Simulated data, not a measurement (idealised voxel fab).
Documented hereafter: the process module known as voxel quadruple lines.
This is section cut - it's 290 nm across, gridded in 5 nm square cells.
In this document a cross-section is written as a grid of square cells. It is given as a series of bands, listed from the top down, and a band is one or more rows of cells. First you get the band's top height and its bottom height, in nm, and then the materials it's made of, left to right, with each width in nm. If you see a single material with "full width", that one covers the band edge to edge. "air" is empty space. Heights from 0 (as-received wafer is one material below). Bottom band endless downward, as "top 0, no bottom". Think of "30->40" as a width that walks from the first number to the second as you go down the band, top row to bottom row, taking equal-sized steps from row to row. "all unchanged" means the step left every cell of the cross-section as it was. "Tabulated closed voids" enumerates empty spaces isolated from the top, with no open way to it, that contain at least 8 cells, giving each as width x height at distance from the left edge, all three in nm. Note: text after step settings on the step line = simulator remark on that step. Steps that use a mask can have "overlay nm" on their line. It says how far the mask sat to the right of where it was meant to be. Negative means to the left.
So here's the lineup of process steps we planned
1) RECEIVE, material Si
2) CONFORMAL_DEP, material SiO2, thk nm 10
3) DIRECTIONAL_DEP, material W, thk nm 10
4) DIRECTIONAL_DEP, material polySi, thk nm 15
5) DIRECTIONAL_DEP, material aC, thk nm 25
6) PATTERN, tone cover, mask id MANDREL, material resist, width nm 30, thk nm 30, overlay nm 0
7) DIRECTIONAL_ETCH, etch materials aC, depth nm 25
8) STRIP, etch materials resist
9) CONFORMAL_DEP, material SiO2, thk nm 10
10) DIRECTIONAL_ETCH, etch materials SiO2, depth nm 10
11) STRIP, etch materials aC
12) DIRECTIONAL_ETCH, etch materials polySi, depth nm 15
13) STRIP, etch materials SiO2
14) CONFORMAL_DEP, material SiCN, thk nm 10
15) DIRECTIONAL_ETCH, etch materials SiCN, depth nm 10
16) STRIP, etch materials polySi
17) DIRECTIONAL_ETCH, etch materials W, depth nm 10
18) STRIP, etch materials SiCN
The first of a set of two wafers, run to plan
Delivered wafer in cross-section: state after step 1
* top 0, no bottom | Si full width
* Tabulated closed voids: none
Cross-sectional representation of the wafer at the conclusion of step 2
* top 10, bottom 0 | SiO2 full width
* For the remainder of the cross-section, below 0, there is no change.
Cross-sectional representation of the wafer at the conclusion of step 3
* top 20, bottom 10 | W full width
* For the remainder of the cross-section, below 10, there is no change.
Cross-sectional representation of the wafer at the conclusion of step 4
* top 35, bottom 20 | polySi full width
* For the remainder of the cross-section, below 20, there is no change.
Cross-sectional representation of the wafer at the conclusion of step 5
* top 60, bottom 35 | aC full width
* For the remainder of the cross-section, below 35, there is no change.
Cross-sectional representation of the wafer at the conclusion of step 6
* top 90, bottom 60 | air=130; resist=30; air=130
* For the remainder of the cross-section, below 60, there is no change.
Cross-sectional representation of the wafer at the conclusion of step 7
* top 65, bottom 60 | air=130; resist=30; air=130
* top 60, bottom 35 | air=130; aC=30; air=130
* For the remainder of the cross-section, below 35, there is no change.
Cross-sectional representation of the wafer at the conclusion of step 8
* top 60, bottom 35 | air=130; aC=30; air=130
* For the remainder of the cross-section, below 35, there is no change.
Cross-sectional representation of the wafer at the conclusion of step 9
* top 70, bottom 60 | air=120; SiO2=50; air=120
* top 60, bottom 45 | air=120; SiO2=10; aC=30; SiO2=10; air=120
* top 45, bottom 35 | SiO2=130; aC=30; SiO2=130
* For the remainder of the cross-section, below 35, there is no change.
Cross-sectional representation of the wafer at the conclusion of step 10
* top 60, bottom 35 | air=120; SiO2=10; aC=30; SiO2=10; air=120
* For the remainder of the cross-section, below 35, there is no change.
Cross-sectional representation of the wafer at the conclusion of step 11
* top 60, bottom 35 | air=120; SiO2=10; air=30; SiO2=10; air=120
* For the remainder of the cross-section, below 35, there is no change.
Cross-sectional representation of the wafer at the conclusion of step 12
* top 60, bottom 35 | air=120; SiO2=10; air=30; SiO2=10; air=120
* top 35, bottom 20 | air=120; polySi=10; air=30; polySi=10; air=120
* For the remainder of the cross-section, below 20, there is no change.
Cross-sectional representation of the wafer at the conclusion of step 13
* top 35, bottom 20 | air=120; polySi=10; air=30; polySi=10; air=120
* For the remainder of the cross-section, below 20, there is no change.
Cross-sectional representation of the wafer at the conclusion of step 14
* top 45, bottom 35 | air=110; SiCN=30; air=10; SiCN=30; air=110
* top 35, bottom 30 | air=110; SiCN=10; polySi=10; SiCN=10; air=10; SiCN=10; polySi=10; SiCN=10; air=110
* top 30, bottom 20 | SiCN=120; polySi=10; SiCN=30; polySi=10; SiCN=120
* For the remainder of the cross-section, below 20, there is no change.
Cross-sectional representation of the wafer at the conclusion of step 15
* top 35, bottom 20 | air=110; SiCN=10; polySi=10; SiCN=10; air=10; SiCN=10; polySi=10; SiCN=10; air=110
* For the remainder of the cross-section, below 20, there is no change.
Cross-sectional representation of the wafer at the conclusion of step 16
* top 35, bottom 20 | air=110; SiCN=10; air=10; SiCN=10; air=10; SiCN=10; air=10; SiCN=10; air=110
* For the remainder of the cross-section, below 20, there is no change.
Cross-sectional representation of the wafer at the conclusion of step 17
* top 35, bottom 20 | air=110; SiCN=10; air=10; SiCN=10; air=10; SiCN=10; air=10; SiCN=10; air=110
* top 20, bottom 10 | air=110; W=10; air=10; W=10; air=10; W=10; air=10; W=10; air=110
* For the remainder of the cross-section, below 10, there is no change.
Cross-sectional representation of the wafer at the conclusion of step 18
* top 20, bottom 10 | air=110; W=10; air=10; W=10; air=10; W=10; air=10; W=10; air=110
* For the remainder of the cross-section, below 10, there is no change.
Second wafer, same starting state and plan as the first, one mistake in the run, identical through step 5
Cross-section of the second wafer corresponding to the planned conclusion of step 6
* top 90, bottom 60 | air=140; resist=30; air=120
* For the remainder of the cross-section, below 60, there is no change.
Cross-section of the second wafer corresponding to the planned conclusion of step 7
* top 65, bottom 60 | air=140; resist=30; air=120
* top 60, bottom 35 | air=140; aC=30; air=120
* For the remainder of the cross-section, below 35, there is no change.
Cross-section of the second wafer corresponding to the planned conclusion of step 8
* top 60, bottom 35 | air=140; aC=30; air=120
* For the remainder of the cross-section, below 35, there is no change.
Cross-section of the second wafer corresponding to the planned conclusion of step 9
* top 70, bottom 60 | air=130; SiO2=50; air=110
* top 60, bottom 45 | air=130; SiO2=10; aC=30; SiO2=10; air=110
* top 45, bottom 35 | SiO2=140; aC=30; SiO2=120
* For the remainder of the cross-section, below 35, there is no change.
Cross-section of the second wafer corresponding to the planned conclusion of step 10
* top 60, bottom 35 | air=130; SiO2=10; aC=30; SiO2=10; air=110
* For the remainder of the cross-section, below 35, there is no change.
Cross-section of the second wafer corresponding to the planned conclusion of step 11
* top 60, bottom 35 | air=130; SiO2=10; air=30; SiO2=10; air=110
* For the remainder of the cross-section, below 35, there is no change.
Cross-section of the second wafer corresponding to the planned conclusion of step 12
* top 60, bottom 35 | air=130; SiO2=10; air=30; SiO2=10; air=110
* top 35, bottom 20 | air=130; polySi=10; air=30; polySi=10; air=110
* For the remainder of the cross-section, below 20, there is no change.
Cross-section of the second wafer corresponding to the planned conclusion of step 13
* top 35, bottom 20 | air=130; polySi=10; air=30; polySi=10; air=110
* For the remainder of the cross-section, below 20, there is no change.
Cross-section of the second wafer corresponding to the planned conclusion of step 14
* top 45, bottom 35 | air=120; SiCN=30; air=10; SiCN=30; air=100
* top 35, bottom 30 | air=120; SiCN=10; polySi=10; SiCN=10; air=10; SiCN=10; polySi=10; SiCN=10; air=100
* top 30, bottom 20 | SiCN=130; polySi=10; SiCN=30; polySi=10; SiCN=110
* For the remainder of the cross-section, below 20, there is no change.
Cross-section of the second wafer corresponding to the planned conclusion of step 15
* top 35, bottom 20 | air=120; SiCN=10; polySi=10; SiCN=10; air=10; SiCN=10; polySi=10; SiCN=10; air=100
* For the remainder of the cross-section, below 20, there is no change.
Cross-section of the second wafer corresponding to the planned conclusion of step 16
* top 35, bottom 20 | air=120; SiCN=10; air=10; SiCN=10; air=10; SiCN=10; air=10; SiCN=10; air=100
* For the remainder of the cross-section, below 20, there is no change.
Cross-section of the second wafer corresponding to the planned conclusion of step 17
* top 35, bottom 20 | air=120; SiCN=10; air=10; SiCN=10; air=10; SiCN=10; air=10; SiCN=10; air=100
* top 20, bottom 10 | air=120; W=10; air=10; W=10; air=10; W=10; air=10; W=10; air=100
* For the remainder of the cross-section, below 10, there is no change.
Cross-section of the second wafer corresponding to the planned conclusion of step 18
* top 20, bottom 10 | air=120; W=10; air=10; W=10; air=10; W=10; air=10; W=10; air=100
* For the remainder of the cross-section, below 10, there is no change.
What broke from the plan during processing? it should be noted that step 6 was executed with settings other than those planned, the operation and settings actually applied being PATTERN, tone cover, mask id MANDREL, material resist, width nm 30, thk nm 30, overlay nm 10
Same inventory, different map: at the end, the second wafer holds as many cells of each material as the first, placed elsewhere.
